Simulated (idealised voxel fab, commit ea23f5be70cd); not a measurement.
Herein follows the process module entitled voxel ribs on slabs.
Cross-section cut: width 300 nm, square cells of 5 nm.
Reading order for cross-sections: top band down to bottom band. Underlying form: a grid of square cells. Band size: one or more rows of cells. Each band's line starts with the height of the band's top and of its bottom, in nm. Then come its materials from left to right, each with its width in nm. One material with "edge to edge" fills the band from edge to edge. "blank" is empty space. A quick word on heights: they are counted from 0, and under that level the wafer as it came to us is one material throughout. The lowest band is different from the rest in having no bottom; it simply continues downward, written as in "0..down". The two numbers in a width such as "30->40" mark its ends across the band: the first belongs to the top row of cells, the second to the bottom row, and from each row to the next the width moves by the same amount. "nothing was modified" means the step left every cell of the cross-section as it was. Listed in "Encapsulated voids": every empty space of 8 or more cells without an open way to the top. Form: width x height at distance, the distance being from the left edge, all in nm. Whatever follows a step's settings on its line is a remark the simulator itself makes about that step. "overlay nm" answers the question of how far to the right of plan the mask lay on a step that has a mask, and when it is negative the answer is to the left.
# These are the steps we planned for the process
step 1: RECEIVE | material Si
step 2: DIRECTIONAL_DEP | material SiO2 | thk nm 20
step 3: DIRECTIONAL_DEP | material polySi | thk nm 20
step 4: DIRECTIONAL_DEP | material aC | thk nm 15
step 5: PATTERN | tone cover | mask id RIB | material resist | width nm 30 | thk nm 30 | overlay nm 0
step 6: DIRECTIONAL_ETCH | etch materials aC | depth nm 15
step 7: STRIP | etch materials resist
step 8: DIRECTIONAL_ETCH | etch materials polySi | depth nm 10
step 9: STRIP | etch materials aC
step 10: PATTERN | tone cover | mask id SLAB | material resist | width nm 90 | thk nm 20 | overlay nm 0
step 11: DIRECTIONAL_ETCH | etch materials polySi | depth nm 10
step 12: STRIP | etch materials resist
step 13: FILL_DEP | material SiO2 | thk nm 30
step 14: CMP | height nm 60
step 15: DIRECTIONAL_DEP | material TiN | thk nm 5
step 16: DIRECTIONAL_DEP | material aC | thk nm 15
step 17: PATTERN | tone cover | mask id HEATER | material resist | width nm 40 | thk nm 30 | overlay nm 0
step 18: DIRECTIONAL_ETCH | etch materials aC | depth nm 15
step 19: STRIP | etch materials resist
step 20: DIRECTIONAL_ETCH | etch materials TiN | depth nm 5
step 21: STRIP | etch materials aC
step 22: CONFORMAL_DEP | material SiO2 | thk nm 5
# On the first of the two wafers: run conducted according to plan
# Step 1 complete: cross-section of the wafer as received
	0..down = Si edge to edge
	Encapsulated voids: none
# You're looking at a cross-section of the wafer after step 2
	20..0 = SiO2 edge to edge
	Nothing below the height 0 has changed.
# You're looking at a cross-section of the wafer after step 3
	40..20 = polySi edge to edge
	Nothing below the height 20 has changed.
# You're looking at a cross-section of the wafer after step 4
	55..40 = aC edge to edge
	Nothing below the height 40 has changed.
# You're looking at a cross-section of the wafer after step 5
	85..55 = blank 135 nm | resist 30 nm | blank 135 nm
	Nothing below the height 55 has changed.
# You're looking at a cross-section of the wafer after step 6
	70..55 = blank 135 nm | resist 30 nm | blank 135 nm
	55..40 = blank 135 nm | aC 30 nm | blank 135 nm
	Nothing below the height 40 has changed.
# You're looking at a cross-section of the wafer after step 7
	55..40 = blank 135 nm | aC 30 nm | blank 135 nm
	Nothing below the height 40 has changed.
# You're looking at a cross-section of the wafer after step 8
	55..40 = blank 135 nm | aC 30 nm | blank 135 nm
	40..30 = blank 135 nm | polySi 30 nm | blank 135 nm
	Nothing below the height 30 has changed.
# You're looking at a cross-section of the wafer after step 9
	40..30 = blank 135 nm | polySi 30 nm | blank 135 nm
	Nothing below the height 30 has changed.
# You're looking at a cross-section of the wafer after step 10
	60..40 = blank 105 nm | resist 90 nm | blank 105 nm
	40..30 = blank 105 nm | resist 30 nm | polySi 30 nm | resist 30 nm | blank 105 nm
	Nothing below the height 30 has changed.
# You're looking at a cross-section of the wafer after step 11
	60..40 = blank 105 nm | resist 90 nm | blank 105 nm
	40..30 = blank 105 nm | resist 30 nm | polySi 30 nm | resist 30 nm | blank 105 nm
	30..20 = blank 105 nm | polySi 90 nm | blank 105 nm
	Nothing below the height 20 has changed.
# You're looking at a cross-section of the wafer after step 12
	40..30 = blank 135 nm | polySi 30 nm | blank 135 nm
	Nothing below the height 30 has changed.
# You're looking at a cross-section of the wafer after step 13
	70..40 = SiO2 edge to edge
	40..30 = SiO2 135 nm | polySi 30 nm | SiO2 135 nm
	30..20 = SiO2 105 nm | polySi 90 nm | SiO2 105 nm
	Nothing below the height 20 has changed.
# You're looking at a cross-section of the wafer after step 14
	60..40 = SiO2 edge to edge
	Nothing below the height 40 has changed.
# You're looking at a cross-section of the wafer after step 15
	65..60 = TiN edge to edge
	Nothing below the height 60 has changed.
# You're looking at a cross-section of the wafer after step 16
	80..65 = aC edge to edge
	Nothing below the height 65 has changed.
# You're looking at a cross-section of the wafer after step 17
	110..80 = blank 130 nm | resist 40 nm | blank 130 nm
	Nothing below the height 80 has changed.
# You're looking at a cross-section of the wafer after step 18
	95..80 = blank 130 nm | resist 40 nm | blank 130 nm
	80..65 = blank 130 nm | aC 40 nm | blank 130 nm
	Nothing below the height 65 has changed.
# You're looking at a cross-section of the wafer after step 19
	80..65 = blank 130 nm | aC 40 nm | blank 130 nm
	Nothing below the height 65 has changed.
# You're looking at a cross-section of the wafer after step 20
	80..65 = blank 130 nm | aC 40 nm | blank 130 nm
	65..60 = blank 130 nm | TiN 40 nm | blank 130 nm
	Nothing below the height 60 has changed.
# You're looking at a cross-section of the wafer after step 21
	65..60 = blank 130 nm | TiN 40 nm | blank 130 nm
	Nothing below the height 60 has changed.
# You're looking at a cross-section of the wafer after step 22
	70..65 = blank 125 nm | SiO2 50 nm | blank 125 nm
	65..60 = SiO2 130 nm | TiN 40 nm | SiO2 130 nm
	Nothing below the height 60 has changed.
# Second Wafer (Identical Start and Plan, One Processing Error; Matches First Wafer Through Step 1)
# Planned end of step 2: second wafer, cross-section
	15..0 = SiO2 edge to edge
	Nothing below the height 0 has changed.
# Planned end of step 3: second wafer, cross-section
	35..15 = polySi edge to edge
	Nothing below the height 15 has changed.
# Planned end of step 4: second wafer, cross-section
	50..35 = aC edge to edge
	Nothing below the height 35 has changed.
# Planned end of step 5: second wafer, cross-section
	80..50 = blank 135 nm | resist 30 nm | blank 135 nm
	Nothing below the height 50 has changed.
# Planned end of step 6: second wafer, cross-section
	65..50 = blank 135 nm | resist 30 nm | blank 135 nm
	50..35 = blank 135 nm | aC 30 nm | blank 135 nm
	Nothing below the height 35 has changed.
# Planned end of step 7: second wafer, cross-section
	50..35 = blank 135 nm | aC 30 nm | blank 135 nm
	Nothing below the height 35 has changed.
# Planned end of step 8: second wafer, cross-section
	50..35 = blank 135 nm | aC 30 nm | blank 135 nm
	35..25 = blank 135 nm | polySi 30 nm | blank 135 nm
	Nothing below the height 25 has changed.
# Planned end of step 9: second wafer, cross-section
	35..25 = blank 135 nm | polySi 30 nm | blank 135 nm
	Nothing below the height 25 has changed.
# Planned end of step 10: second wafer, cross-section
	55..35 = blank 105 nm | resist 90 nm | blank 105 nm
	35..25 = blank 105 nm | resist 30 nm | polySi 30 nm | resist 30 nm | blank 105 nm
	Nothing below the height 25 has changed.
# Planned end of step 11: second wafer, cross-section
	55..35 = blank 105 nm | resist 90 nm | blank 105 nm
	35..25 = blank 105 nm | resist 30 nm | polySi 30 nm | resist 30 nm | blank 105 nm
	25..15 = blank 105 nm | polySi 90 nm | blank 105 nm
	Nothing below the height 15 has changed.
# Planned end of step 12: second wafer, cross-section
	35..25 = blank 135 nm | polySi 30 nm | blank 135 nm
	Nothing below the height 25 has changed.
# Planned end of step 13: second wafer, cross-section
	65..35 = SiO2 edge to edge
	35..25 = SiO2 135 nm | polySi 30 nm | SiO2 135 nm
	25..15 = SiO2 105 nm | polySi 90 nm | SiO2 105 nm
	Nothing below the height 15 has changed.
# Planned end of step 14: second wafer, cross-section
	60..35 = SiO2 edge to edge
	Nothing below the height 35 has changed.
# Planned end of step 15: second wafer, cross-section
	65..60 = TiN edge to edge
	Nothing below the height 60 has changed.
# Planned end of step 16: second wafer, cross-section
	80..65 = aC edge to edge
	Nothing below the height 65 has changed.
# Planned end of step 17: second wafer, cross-section
	110..80 = blank 130 nm | resist 40 nm | blank 130 nm
	Nothing below the height 80 has changed.
# Planned end of step 18: second wafer, cross-section
	95..80 = blank 130 nm | resist 40 nm | blank 130 nm
	80..65 = blank 130 nm | aC 40 nm | blank 130 nm
	Nothing below the height 65 has changed.
# Planned end of step 19: second wafer, cross-section
	80..65 = blank 130 nm | aC 40 nm | blank 130 nm
	Nothing below the height 65 has changed.
# Planned end of step 20: second wafer, cross-section
	80..65 = blank 130 nm | aC 40 nm | blank 130 nm
	65..60 = blank 130 nm | TiN 40 nm | blank 130 nm
	Nothing below the height 60 has changed.
# Planned end of step 21: second wafer, cross-section
	65..60 = blank 130 nm | TiN 40 nm | blank 130 nm
	Nothing below the height 60 has changed.
# Planned end of step 22: second wafer, cross-section
	70..65 = blank 125 nm | SiO2 50 nm | blank 125 nm
	65..60 = SiO2 130 nm | TiN 40 nm | SiO2 130 nm
	Nothing below the height 60 has changed.
Nonconformance to the process plan: for step 2, the planned setting was not used; the step was instead run as DIRECTIONAL_DEP | material SiO2 | thk nm 15
Upon completion, the cell count for each material on the second wafer equals that on the first, whereas the spatial distribution of those cells differs.
